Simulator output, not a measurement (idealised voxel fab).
process module | voxel air gaps
cross-section cut | 215 nm wide | cells 5 nm
A cross-section is a grid of square cells, given in bands from the top down. A band is one or more rows of cells.
Each band's line starts with the height of the band's top and of its bottom, in nm. Then come its materials from left to right, each with its width in nm. One material with "throughout" fills the band from edge to edge. "air" is empty space.
Height 0 is the level under which the wafer as received is all one material. The lowest band goes on downwards, as in "0 down".
A width such as "30 to 40" changes by the same amount from each row of cells to the next, from the band's top row to its bottom row.
"no change" after a step means that no cell of the cross-section changed.
closed voids: empty space of 8 cells or more with no open way to the top, each as width x height at its distance from the left edge, in nm
after a step's settings: what the simulator itself notes on the step
overlay nm, on a step with a mask: how far to the right of its planned place the mask lay; to the left if negative
plan
1 op RECEIVE | material Si
2 op CONFORMAL_DEP | material SiO2 | thk nm 15
3 op CONFORMAL_DEP | material SiCN | thk nm 5
4 op DIRECTIONAL_DEP | material SiO2 | thk nm 35
5 op DIRECTIONAL_DEP | material aC | thk nm 15
6 op PATTERN | tone open | mask id LINES | material resist | width nm 25 | pitch nm 50 | thk nm 30 | overlay nm 0
7 op DIRECTIONAL_ETCH | etch materials aC | depth nm 15
8 op STRIP | etch materials resist
9 op DIRECTIONAL_ETCH | etch materials SiO2 | depth nm 35
10 op STRIP | etch materials aC
11 op CONFORMAL_DEP | material TiN | thk nm 5
12 op FILL_DEP | material W | thk nm 5
13 op CMP | height nm 55
14 op EPI | material Ru | thk nm 10
15 op SELECTIVE_ETCH | etch materials SiO2 | depth nm 45
16 op CONFORMAL_DEP | material SiCN | thk nm 5
first wafer, as planned
as received, after step 1
  0 down: Si throughout
  closed voids: none
after step 2
  15 to 0: SiO2 throughout
  below 0: unchanged
after step 3
  20 to 15: SiCN throughout
  below 15: unchanged
after step 4
  55 to 20: SiO2 throughout
  below 20: unchanged
after step 5
  70 to 55: aC throughout
  below 55: unchanged
after step 6
  100 to 70: resist 45 | air 25 | resist 25 | air 25 | resist 25 | air 25 | resist 45
  below 70: unchanged
after step 7
  85 to 70: resist 45 | air 25 | resist 25 | air 25 | resist 25 | air 25 | resist 45
  70 to 55: aC 45 | air 25 | aC 25 | air 25 | aC 25 | air 25 | aC 45
  below 55: unchanged
after step 8
  70 to 55: aC 45 | air 25 | aC 25 | air 25 | aC 25 | air 25 | aC 45
  below 55: unchanged
after step 9
  70 to 55: aC 45 | air 25 | aC 25 | air 25 | aC 25 | air 25 | aC 45
  55 to 20: SiO2 45 | air 25 | SiO2 25 | air 25 | SiO2 25 | air 25 | SiO2 45
  below 20: unchanged
after step 10
  55 to 20: SiO2 45 | air 25 | SiO2 25 | air 25 | SiO2 25 | air 25 | SiO2 45
  below 20: unchanged
after step 11
  60 to 55: TiN 50 | air 15 | TiN 35 | air 15 | TiN 35 | air 15 | TiN 50
  55 to 25: SiO2 45 | TiN 5 | air 15 | TiN 5 | SiO2 25 | TiN 5 | air 15 | TiN 5 | SiO2 25 | TiN 5 | air 15 | TiN 5 | SiO2 45
  25 to 20: SiO2 45 | TiN 25 | SiO2 25 | TiN 25 | SiO2 25 | TiN 25 | SiO2 45
  below 20: unchanged
after step 12
  65 to 60: W throughout
  60 to 55: TiN 50 | W 15 | TiN 35 | W 15 | TiN 35 | W 15 | TiN 50
  55 to 25: SiO2 45 | TiN 5 | W 15 | TiN 5 | SiO2 25 | TiN 5 | W 15 | TiN 5 | SiO2 25 | TiN 5 | W 15 | TiN 5 | SiO2 45
  below 25: unchanged
after step 13
  55 to 25: SiO2 45 | TiN 5 | W 15 | TiN 5 | SiO2 25 | TiN 5 | W 15 | TiN 5 | SiO2 25 | TiN 5 | W 15 | TiN 5 | SiO2 45
  below 25: unchanged
after step 14
  65 to 55: air 35 | Ru 45 | air 5 | Ru 45 | air 5 | Ru 45 | air 35
  below 55: unchanged
after step 15
  65 to 55: air 35 | Ru 45 | air 5 | Ru 45 | air 5 | Ru 45 | air 35
  55 to 25: air 45 | TiN 5 | W 15 | TiN 5 | air 25 | TiN 5 | W 15 | TiN 5 | air 25 | TiN 5 | W 15 | TiN 5 | air 45
  25 to 20: air 45 | TiN 25 | air 25 | TiN 25 | air 25 | TiN 25 | air 45
  below 20: unchanged
after step 16
  70 to 65: air 30 | SiCN 155 | air 30
  65 to 55: air 30 | SiCN 5 | Ru 45 | SiCN 5 | Ru 45 | SiCN 5 | Ru 45 | SiCN 5 | air 30
  55 to 50: air 30 | SiCN 15 | TiN 5 | W 15 | TiN 5 | SiCN 25 | TiN 5 | W 15 | TiN 5 | SiCN 25 | TiN 5 | W 15 | TiN 5 | SiCN 15 | air 30
  50 to 25: air 40 | SiCN 5 | TiN 5 | W 15 | TiN 5 | SiCN 5 | air 15 | SiCN 5 | TiN 5 | W 15 | TiN 5 | SiCN 5 | air 15 | SiCN 5 | TiN 5 | W 15 | TiN 5 | SiCN 5 | air 40
  25 to 20: SiCN 45 | TiN 25 | SiCN 25 | TiN 25 | SiCN 25 | TiN 25 | SiCN 45
  below 20: unchanged
  closed voids: 15 x 25 at 75; 15 x 25 at 125
second wafer: like start, like plan, one mistake. Through step 5 it matches the first wafer
when step 6 should have ended
  100 to 70: resist 50 | air 15 | resist 35 | air 15 | resist 35 | air 15 | resist 50
  below 70: unchanged
when step 7 should have ended
  85 to 70: resist 50 | air 15 | resist 35 | air 15 | resist 35 | air 15 | resist 50
  70 to 55: aC 50 | air 15 | aC 35 | air 15 | aC 35 | air 15 | aC 50
  below 55: unchanged
when step 8 should have ended
  70 to 55: aC 50 | air 15 | aC 35 | air 15 | aC 35 | air 15 | aC 50
  below 55: unchanged
when step 9 should have ended
  70 to 55: aC 50 | air 15 | aC 35 | air 15 | aC 35 | air 15 | aC 50
  55 to 20: SiO2 50 | air 15 | SiO2 35 | air 15 | SiO2 35 | air 15 | SiO2 50
  below 20: unchanged
when step 10 should have ended
  55 to 20: SiO2 50 | air 15 | SiO2 35 | air 15 | SiO2 35 | air 15 | SiO2 50
  below 20: unchanged
when step 11 should have ended
  60 to 55: TiN 55 | air 5 | TiN 45 | air 5 | TiN 45 | air 5 | TiN 55
  55 to 25: SiO2 50 | TiN 5 | air 5 | TiN 5 | SiO2 35 | TiN 5 | air 5 | TiN 5 | SiO2 35 | TiN 5 | air 5 | TiN 5 | SiO2 50
  25 to 20: SiO2 50 | TiN 15 | SiO2 35 | TiN 15 | SiO2 35 | TiN 15 | SiO2 50
  below 20: unchanged
when step 12 should have ended
  65 to 60: W throughout
  60 to 55: TiN 55 | W 5 | TiN 45 | W 5 | TiN 45 | W 5 | TiN 55
  55 to 25: SiO2 50 | TiN 5 | W 5 | TiN 5 | SiO2 35 | TiN 5 | W 5 | TiN 5 | SiO2 35 | TiN 5 | W 5 | TiN 5 | SiO2 50
  below 25: unchanged
when step 13 should have ended
  55 to 25: SiO2 50 | TiN 5 | W 5 | TiN 5 | SiO2 35 | TiN 5 | W 5 | TiN 5 | SiO2 35 | TiN 5 | W 5 | TiN 5 | SiO2 50
  below 25: unchanged
when step 14 should have ended
  65 to 55: air 40 | Ru 35 | air 15 | Ru 35 | air 15 | Ru 35 | air 40
  below 55: unchanged
when step 15 should have ended
  65 to 55: air 40 | Ru 35 | air 15 | Ru 35 | air 15 | Ru 35 | air 40
  55 to 25: air 50 | TiN 5 | W 5 | TiN 5 | air 35 | TiN 5 | W 5 | TiN 5 | air 35 | TiN 5 | W 5 | TiN 5 | air 50
  25 to 20: air 50 | TiN 15 | air 35 | TiN 15 | air 35 | TiN 15 | air 50
  below 20: unchanged
when step 16 should have ended
  70 to 65: air 35 | SiCN 45 | air 5 | SiCN 45 | air 5 | SiCN 45 | air 35
  65 to 55: air 35 | SiCN 5 | Ru 35 | SiCN 5 | air 5 | SiCN 5 | Ru 35 | SiCN 5 | air 5 | SiCN 5 | Ru 35 | SiCN 5 | air 35
  55 to 50: air 35 | SiCN 15 | TiN 5 | W 5 | TiN 5 | SiCN 15 | air 5 | SiCN 15 | TiN 5 | W 5 | TiN 5 | SiCN 15 | air 5 | SiCN 15 | TiN 5 | W 5 | TiN 5 | SiCN 15 | air 35
  50 to 25: air 45 | SiCN 5 | TiN 5 | W 5 | TiN 5 | SiCN 5 | air 25 | SiCN 5 | TiN 5 | W 5 | TiN 5 | SiCN 5 | air 25 | SiCN 5 | TiN 5 | W 5 | TiN 5 | SiCN 5 | air 45
  25 to 20: SiCN 50 | TiN 15 | SiCN 35 | TiN 15 | SiCN 35 | TiN 15 | SiCN 50
  below 20: unchanged
what went wrong: step 6 ran as: op PATTERN | tone open | mask id LINES | material resist | width nm 15 | pitch nm 50 | thk nm 30 | overlay nm 0
at the end the second wafer has, in cells: 12 fewer of Ru | 8 more of SiCN | 6 fewer of TiN | 36 fewer of W
closed voids at the end (first wafer, second wafer): 2, 0
